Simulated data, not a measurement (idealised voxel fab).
process module | voxel released beams
cross-section cut | 195 nm wide | cells 5 nm
A cross-section is a grid of square cells, given in bands from the top down. A band is one or more rows of cells.
Each band's line starts with the height of the band's top and of its bottom, in nm. Then come its materials from left to right, each with its width in nm. One material with "throughout" fills the band from edge to edge. "air" is empty space.
Height 0 is the level under which the wafer as received is all one material. The lowest band goes on downwards, as in "0 down".
A width such as "30 to 40" changes by the same amount from each row of cells to the next, from the band's top row to its bottom row.
"no change" after a step means that no cell of the cross-section changed.
closed voids: empty space of 8 cells or more with no open way to the top, each as width x height at its distance from the left edge, in nm
after a step's settings: what the simulator itself notes on the step
overlay nm, on a step with a mask: how far to the right of its planned place the mask lay; to the left if negative
plan
1 op RECEIVE | material Si
2 op CONFORMAL_DEP | material SiN | thk nm 5
3 op DIRECTIONAL_DEP | material SiO2 | thk nm 10
4 op MASKED_ETCH | tone open | mask id ANCHOR | width nm 45 | etch materials SiO2 | depth nm 10 | overlay nm 0
5 op CONFORMAL_DEP | material TiN | thk nm 15
6 op DIRECTIONAL_DEP | material aC | thk nm 10
7 op PATTERN | tone cover | mask id BEAM | material resist | width nm 120 | thk nm 30 | overlay nm 0
8 op DIRECTIONAL_ETCH | etch materials aC | depth nm 10
9 op STRIP | etch materials resist
10 op DIRECTIONAL_ETCH | etch materials TiN | depth nm 15
11 op STRIP | etch materials aC
12 op STRIP | etch materials SiO2
as received, after step 1
  0 down: Si throughout
  closed voids: none
a wafer at the end: this start, this plan, one mistake
  25 to 15: air 35 | TiN 20 | air 15 | TiN 85 | air 40
  15 to 10: air 35 | TiN 120 | air 40
  10 to 0: air 40 | TiN 45 | air 110
  0 down: Si throughout
  closed voids: none
what went wrong: step 2 was left out
